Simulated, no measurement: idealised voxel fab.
You're looking at the process module voxel released beams.
The cross-section shown here is cut; it is 290 nm wide and divided into square cells measuring 5 nm on a side.
If you're reading a cross-section in this doc, picture square cells in a grid; it comes to you as bands, top ones listed first down to the bottom, and a band can be one or more rows of cells.
Quick guide to a band line: top height, bottom height (nm) up front; then every material left to right with its width in nm. Only one material and it's marked "edge to edge"? Then it fills the band edge to edge. And "air" just means empty space.
A quick word on heights: they are counted from 0, and under that level the wafer as it came to us is one material throughout. The lowest band is different from the rest in having no bottom; it simply continues downward, written as in "0 -> down".
So if you see something like "30..40" for the width, read it as the top row of the band sitting at the first number and the bottom row at the second, with every row in between moving by the same amount as the last.
No cell of the cross-section changed in a step that is given as "nothing different".
"Sealed internal cavities" enumerates empty spaces isolated from the top, with no open way to it, that contain at least 8 cells, giving each as width x height at distance from the left edge, all three in nm.
What comes after the settings on a step's line is commentary from the simulator itself on that step.
The "overlay nm" setting may appear on a step's line; for a step that uses a mask, it gives how far to the right of its planned position the mask lay, and a negative value indicates the left.

## Here's what the planned process steps look like
1 RECEIVE | material Si
2 CONFORMAL_DEP | material SiN | thk nm 10
3 DIRECTIONAL_DEP | material SiO2 | thk nm 20
4 MASKED_ETCH | tone open | mask id ANCHOR | width nm 35 | etch materials SiO2 | depth nm 20 | overlay nm 0
5 CONFORMAL_DEP | material polySi | thk nm 5
6 MASKED_ETCH | tone cover | mask id BEAM | width nm 90 | etch materials polySi | depth nm 10 | overlay nm 0
7 STRIP | etch materials SiO2
The wafers in this document start out alike and differ in the thk nm applied at step 5; the plan shows the value used for the first wafer.

## The as-received cross-section of the first of several wafers corresponds to the state after step 1
0 -> down = Si edge to edge
Sealed internal cavities: none

## Basically each wafer gets a line in the table, showing it at the end of the module: material by material, the cells it gained (+) or lost (-) since we got it, then its closed voids
thk nm 5, +116 SiN, +26 polySi, Sealed internal cavities: none
thk nm 10, +116 SiN, +52 polySi, Sealed internal cavities: none
thk nm 15, +116 SiN, +204 SiO2, +118 polySi, Sealed internal cavities: none
thk nm 20, +116 SiN, +204 SiO2, +180 polySi, Sealed internal cavities: none
thk nm 25, +116 SiN, +204 SiO2, +238 polySi, Sealed internal cavities: none
